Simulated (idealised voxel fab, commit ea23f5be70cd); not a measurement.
Process module, titled voxel gate over fins
For reference, the cross-section in this document is cut, with width 295 nm and square cells of 5 nm.
Cross-section format: a grid of square cells, given as bands from top to bottom; each band is one or more rows of cells.
What a band's entry tells you: where the top is and where the bottom is, as heights in nm, and after that what lies inside, material by material from left to right, each with its width in nm. Empty space is written as the word "air", and a single material marked with the word "edge to edge" occupies the band from edge to edge.
Where do heights start? At 0: under that level the wafer as delivered is made of one material only. And the lowest band has no floor; it just carries on downward, as in "0 -> down".
Read "30->40" as a graded width: first number on top, second number at the bottom, same change between each pair of neighbouring rows.
Step marked "nothing different"? Then no cell in the cross-section changed in it.
Any empty space of 8 cells or more lacking an open way to the top shows up in "Closed voids list" as width x height at distance, distance from the left edge, in nm.
Whatever follows a step's settings on its line is a remark the simulator itself makes about that step.
overlay nm: for a step with a mask, the amount by which the mask lay right of where it was planned; a negative amount means left of it.
**Steps planned for the process**
- 1: RECEIVE (material Si)
- 2: CONFORMAL_DEP (material SiN; thk nm 5)
- 3: MASKED_ETCH (tone cover; mask id FINS; width nm 15; pitch nm 45; etch materials SiN; depth nm 5; overlay nm 0)
- 4: MASKED_ETCH (tone cover; mask id FINS; width nm 15; pitch nm 45; etch materials Si; depth nm 35; overlay nm 0)
- 5: FILL_DEP (material SiO2; thk nm 15)
- 6: CMP (height nm 5)
- 7: SELECTIVE_ETCH (etch materials SiO2; depth nm 20)
- 8: STRIP (etch materials SiN)
- 9: CONFORMAL_DEP (material HfO2; thk nm 5)
- 10: CONFORMAL_DEP (material TiN; thk nm 5)
- 11: CONFORMAL_DEP (material TiAl; thk nm 5)
- 12: CONFORMAL_DEP (material TiN; thk nm 5)
- 13: FILL_DEP (material W; thk nm 10)
- 14: CMP (height nm 25)
- 15: CONFORMAL_DEP (material SiN; thk nm 5)
**Cross-sectional view of the wafer in its as-received condition, corresponding to the state after step 1**
    0 -> down = Si edge to edge
    Closed voids list: none
**Figure: cross-sectional view of the wafer upon completion of the module, processed from the initial state and according to the plan depicted above, with one error introduced during execution**
    30 -> 25 = SiN edge to edge
    25 -> 20 = W edge to edge
    20 -> 15 = TiN edge to edge
    15 -> 10 = TiAl edge to edge
    10 -> 5 = TiN edge to edge
    5 -> 0 = HfO2 edge to edge
    0 -> -35 = SiO2 70 nm  Si 15 nm  SiO2 30 nm  Si 15 nm  SiO2 30 nm  Si 15 nm  SiO2 30 nm  Si 15 nm  SiO2 75 nm
    -35 -> down = Si edge to edge
    Closed voids list: none
Short version of what went wrong: step 6 of the plan did not run at all; it was left out
